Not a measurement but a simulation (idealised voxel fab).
Proc. module: voxel spacer lines
FYI the section here is cut, 165 nm wide, cells are 5 nm squares.
We lay out every cross-section as a grid of square cells and spell it out in bands from the top down, where one band means one or more rows of cells. Quick guide to a band line: top height, bottom height (nm) up front; then every material left to right with its width in nm. Only one material and it's marked "edge to edge"? Then it fills the band edge to edge. And "empty" just means empty space. Measure heights from 0. That's the level where, below it, the as-received wafer is all one material. The lowest band is bottomless and extends downward; write it as in "from 0 down". With a width like "30->40", each row of cells in the band differs from the next by the same amount, the top row carrying the first number and the bottom row the second. "nothing was modified" for a step: no cell of the cross-section changed in that step. "Closed void table" means: voids of 8 cells or more that are shut off from the top with no open way through. Written width x height at distance, distance from the left edge, in nm. What comes after the settings on a step's line is commentary from the simulator itself on that step. What "overlay nm" on a step's line means: if the step has a mask, that mask lay this far to the right of its planned place, or, when the value is negative, to the left.

[Process steps (planned)]
1: RECEIVE with material Si
2: CONFORMAL_DEP with material Al2O3, thk nm 5
3: DIRECTIONAL_DEP with material polySi, thk nm 20
4: DIRECTIONAL_DEP with material aC, thk nm 30
5: PATTERN with tone cover, mask id MANDREL, material resist, width nm 20, pitch nm 70, thk nm 35, overlay nm 0
6: DIRECTIONAL_ETCH with etch materials aC, depth nm 30
7: STRIP with etch materials resist
8: CONFORMAL_DEP with material SiO2, thk nm 15
9: DIRECTIONAL_ETCH with etch materials SiO2, depth nm 15
10: STRIP with etch materials aC
11: DIRECTIONAL_ETCH with etch materials polySi, depth nm 20
12: STRIP with etch materials SiO2

[Incoming wafer, cross-sectional view, post step 1]
- from 0 down  Si edge to edge
- Closed void table: none

[Look at the cross-section after the module: the wafer started out the way shown above and the plan was the one shown above, yet one mistake was made along the way]
- from 30 to 10  empty 20 nm; polySi 15 nm; empty 20 nm; polySi 15 nm; empty 20 nm; polySi 15 nm; empty 20 nm; polySi 15 nm; empty 25 nm
- from 10 to 5  polySi edge to edge
- from 5 to 0  Al2O3 edge to edge
- from 0 down  Si edge to edge
- Closed void table: none
What went wrong in running the wafer? step 3 ran as: DIRECTIONAL_DEP with material polySi, thk nm 25
